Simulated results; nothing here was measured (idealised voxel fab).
Herein follows the process module entitled voxel transistor to metal.
In the cross-section labelled cut, the width is 240 nm and each square cell is 5 nm.
Cross-section layout: square cells on a grid; listed as bands, top to bottom; a band spans one or more cell rows.
Look at the band entry: it leads with the top's height and the bottom's height in nm. Then it lists the materials left to right, with a width in nm for each. The word "full width" on a single material says that material fills the band edge to edge. The word "empty" is empty space.
Heights are reckoned from 0. Under this level, the received wafer is all of one material. The bottommost band is open-ended downward, for example "z 0 and below".
Width spec "30..40" -> top row of cells at first value, bottom row at second value, equal per-row change in between.
The cross-section has no changed cell in any step marked "nothing changed".
Closed empty spaces (no open way to the top) of 8 cells or more are what "Cavities, closed" lists, each as width x height at distance from the left edge, nm for all three.
If you see something after the settings on a step's line, that's the simulator's own remark about that step.
overlay nm: step with mask; distance mask lay right of planned place; negative value = left of planned place.

Steps planned for the process:
step 1: RECEIVE (material Si)
step 2: CONFORMAL_DEP (material SiO2; thk nm 5)
step 3: CONFORMAL_DEP (material SiN; thk nm 15)
step 4: PATTERN (tone cover; mask id ACTIVE; material resist; width nm 95; pitch nm 115; thk nm 15; overlay nm 0)
step 5: DIRECTIONAL_ETCH (etch materials SiN; depth nm 15)
step 6: DIRECTIONAL_ETCH (etch materials SiO2; depth nm 5)
step 7: DIRECTIONAL_ETCH (etch materials Si; depth nm 35)
step 8: STRIP (etch materials resist)
step 9: OXIDIZE (depth nm 5)
step 10: FILL_DEP (material SiO2; thk nm 5)
step 11: CMP (height nm 20)
step 12: SELECTIVE_ETCH (etch materials SiO2; depth nm 10)
step 13: STRIP (etch materials SiN)
step 14: SELECTIVE_ETCH (etch materials SiO2; depth nm 5)
step 15: OXIDIZE (depth nm 5)
step 16: DIRECTIONAL_DEP (material polySi; thk nm 20)
step 17: DIRECTIONAL_DEP (material SiCN; thk nm 15)
step 18: DIRECTIONAL_DEP (material aC; thk nm 15)
step 19: PATTERN (tone cover; mask id GATE; material resist; width nm 15; pitch nm 115; thk nm 30; overlay nm 0)
step 20: DIRECTIONAL_ETCH (etch materials aC; depth nm 15)
step 21: STRIP (etch materials resist)
step 22: DIRECTIONAL_ETCH (etch materials SiCN; depth nm 25)
step 23: DIRECTIONAL_ETCH (etch materials polySi; depth nm 30)
step 24: STRIP (etch materials aC)
step 25: CONFORMAL_DEP (material SiN; thk nm 10)
step 26: DIRECTIONAL_ETCH (etch materials SiN; depth nm 10)
step 27: DIRECTIONAL_ETCH (etch materials SiO2; depth nm 5)
step 28: DIRECTIONAL_ETCH (etch materials Si; depth nm 10)
step 29: EPI (material pSi; thk nm 10)
step 30: FILL_DEP (material SiO2; thk nm 10)
step 31: CMP (height nm 35)
step 32: DIRECTIONAL_DEP (material SiO2; thk nm 10)
step 33: PATTERN (tone open; mask id CONTACT; material resist; width nm 30; thk nm 15; overlay nm 0)
step 34: DIRECTIONAL_ETCH (etch materials SiO2; depth nm 50)
step 35: STRIP (etch materials resist)
step 36: CONFORMAL_DEP (material TiN; thk nm 5)
step 37: FILL_DEP (material Ru; thk nm 5)
step 38: CMP (height nm 45)
step 39: DIRECTIONAL_DEP (material TiN; thk nm 5)
step 40: DIRECTIONAL_DEP (material W; thk nm 15)
step 41: MASKED_ETCH (tone cover; mask id METAL_1; width nm 15; etch materials W; depth nm 15; overlay nm 0)
step 42: MASKED_ETCH (tone cover; mask id METAL_1; width nm 15; etch materials TiN; depth nm 5; overlay nm 0)
step 43: FILL_DEP (material SiO2; thk nm 5)
step 44: CMP (height nm 65)
step 45: CONFORMAL_DEP (material SiN; thk nm 5)

Cross-section of the wafer as it came to us, i.e., already through step 1:
> z 0 and below: Si full width
> Cavities, closed: none

The first of two wafers, cross-sectioned at the end of the module, with the run proceeding as planned:
> z 70 to 65: SiN full width
> z 65 to 50: 20 nm SiO2, 15 nm W, 55 nm SiO2, 15 nm W, 30 nm SiO2, 15 nm W, 55 nm SiO2, 15 nm W, 20 nm SiO2
> z 50 to 45: 20 nm SiO2, 15 nm TiN, 55 nm SiO2, 15 nm TiN, 30 nm SiO2, 15 nm TiN, 55 nm SiO2, 15 nm TiN, 20 nm SiO2
> z 45 to 35: 20 nm SiO2, 5 nm TiN, 20..15 nm Ru, 5..10 nm TiN, 25 nm SiO2, 5..10 nm TiN, 20..15 nm Ru, 5 nm TiN, 30 nm SiO2, 5 nm TiN, 20..15 nm Ru, 5..10 nm TiN, 25 nm SiO2, 5..10 nm TiN, 20..15 nm Ru, 5 nm TiN, 20 nm SiO2
> z 35 to 20: 20 nm SiO2, 5 nm TiN, 15 nm Ru, 5 nm TiN, 10 nm SiN, 15 nm SiCN, 10 nm SiN, 5 nm TiN, 15 nm Ru, 5 nm TiN, 30 nm SiO2, 5 nm TiN, 15 nm Ru, 5 nm TiN, 10 nm SiN, 15 nm SiCN, 10 nm SiN, 5 nm TiN, 15 nm Ru, 5 nm TiN, 20 nm SiO2
> z 20 to 10: 20 nm SiO2, 5 nm TiN, 15 nm Ru, 5 nm TiN, 10 nm SiN, 15 nm polySi, 10 nm SiN, 5 nm TiN, 15 nm Ru, 5 nm TiN, 30 nm SiO2, 5 nm TiN, 15 nm Ru, 5 nm TiN, 10 nm SiN, 15 nm polySi, 10 nm SiN, 5 nm TiN, 15 nm Ru, 5 nm TiN, 20 nm SiO2
> z 10 to 5: 20 nm SiO2, 5 nm TiN, 5 nm Ru, 15 nm TiN, 10 nm SiN, 15 nm polySi, 10 nm SiN, 15 nm TiN, 5 nm Ru, 5 nm TiN, 30 nm SiO2, 5 nm TiN, 5 nm Ru, 15 nm TiN, 10 nm SiN, 15 nm polySi, 10 nm SiN, 15 nm TiN, 5 nm Ru, 5 nm TiN, 20 nm SiO2
> z 5 to 0: 10 nm SiO2, 10 nm SiN, 5 nm TiN, 5 nm Ru, 5 nm TiN, 10 nm pSi, 10 nm SiN, 15 nm polySi, 10 nm SiN, 10 nm pSi, 5 nm TiN, 5 nm Ru, 5 nm TiN, 10 nm SiN, 10 nm SiO2, 10 nm SiN, 5 nm TiN, 5 nm Ru, 5 nm TiN, 10 nm pSi, 10 nm SiN, 15 nm polySi, 10 nm SiN, 10 nm pSi, 5 nm TiN, 5 nm Ru, 5 nm TiN, 10 nm SiN, 10 nm SiO2
> z 0 to -5: 20 nm SiO2, 15 nm TiN, 10 nm pSi, 35 nm SiO2, 10 nm pSi, 15 nm TiN, 30 nm SiO2, 15 nm TiN, 10 nm pSi, 35 nm SiO2, 10 nm pSi, 15 nm TiN, 20 nm SiO2
> z -5 to -15: 20 nm SiO2, 25 nm pSi, 35 nm Si, 25 nm pSi, 30 nm SiO2, 25 nm pSi, 35 nm Si, 25 nm pSi, 20 nm SiO2
> z -15 to -40: 20 nm SiO2, 85 nm Si, 30 nm SiO2, 85 nm Si, 20 nm SiO2
> z -40 and below: Si full width
> Cavities, closed: none

Same start, same plan as the first wafer - but one mistake in the run. Cross-section of the second of the two at the end of the module:
> z 70 to 65: SiN full width
> z 65 to 50: 20 nm SiO2, 15 nm W, 55 nm SiO2, 15 nm W, 30 nm SiO2, 15 nm W, 55 nm SiO2, 15 nm W, 20 nm SiO2
> z 50 to 45: 20 nm SiO2, 15 nm TiN, 55 nm SiO2, 15 nm TiN, 30 nm SiO2, 15 nm TiN, 55 nm SiO2, 15 nm TiN, 20 nm SiO2
> z 45 to 40: 15 nm Ru, 5 nm TiN, 30 nm SiO2, 5 nm TiN, 15 nm Ru, 5 nm TiN, 30 nm SiO2, 5 nm TiN, 20 nm Ru, 5 nm TiN, 30 nm SiO2, 5 nm TiN, 15 nm Ru, 5 nm TiN, 30 nm SiO2, 5 nm TiN, 15 nm Ru
> z 40 to 35: 15 nm Ru, 5 nm TiN, 30 nm SiO2, 25 nm TiN, 30 nm SiO2, 5 nm TiN, 20 nm Ru, 5 nm TiN, 30 nm SiO2, 25 nm TiN, 30 nm SiO2, 5 nm TiN, 15 nm Ru
> z 35 to 20: 15 nm Ru, 5 nm TiN, 25 nm SiO2, 10 nm SiN, 15 nm SiCN, 10 nm SiN, 25 nm SiO2, 5 nm TiN, 20 nm Ru, 5 nm TiN, 25 nm SiO2, 10 nm SiN, 15 nm SiCN, 10 nm SiN, 25 nm SiO2, 5 nm TiN, 15 nm Ru
> z 20 to 10: 15 nm Ru, 5 nm TiN, 25 nm SiO2, 10 nm SiN, 15 nm polySi, 10 nm SiN, 25 nm SiO2, 5 nm TiN, 20 nm Ru, 5 nm TiN, 25 nm SiO2, 10 nm SiN, 15 nm polySi, 10 nm SiN, 25 nm SiO2, 5 nm TiN, 15 nm Ru
> z 10 to 5: 5 nm Ru, 15 nm TiN, 25 nm SiO2, 10 nm SiN, 15 nm polySi, 10 nm SiN, 25 nm SiO2, 30 nm TiN, 25 nm SiO2, 10 nm SiN, 15 nm polySi, 10 nm SiN, 25 nm SiO2, 15 nm TiN, 5 nm Ru
> z 5 to 0: 5 nm Ru, 5 nm TiN, 10 nm SiN, 15 nm SiO2, 10 nm pSi, 10 nm SiN, 15 nm polySi, 10 nm SiN, 10 nm pSi, 15 nm SiO2, 10 nm SiN, 10 nm TiN, 10 nm SiN, 15 nm SiO2, 10 nm pSi, 10 nm SiN, 15 nm polySi, 10 nm SiN, 10 nm pSi, 15 nm SiO2, 10 nm SiN, 5 nm TiN, 5 nm Ru
> z 0 to -5: 10 nm TiN, 25 nm SiO2, 10 nm pSi, 35 nm SiO2, 10 nm pSi, 25 nm SiO2, 10 nm TiN, 25 nm SiO2, 10 nm pSi, 35 nm SiO2, 10 nm pSi, 25 nm SiO2, 10 nm TiN
> z -5 to -15: 20 nm SiO2, 25 nm pSi, 35 nm Si, 25 nm pSi, 30 nm SiO2, 25 nm pSi, 35 nm Si, 25 nm pSi, 20 nm SiO2
> z -15 to -40: 20 nm SiO2, 85 nm Si, 30 nm SiO2, 85 nm Si, 20 nm SiO2
> z -40 and below: Si full width
> Cavities, closed: none
The plan and the run diverged here: rather than as planned, step 33 actually ran as PATTERN (tone cover; mask id CONTACT; material resist; width nm 30; thk nm 15; overlay nm 0)
at the end the second wafer has, in cells: Ru -16; SiO2 +48; TiN -32
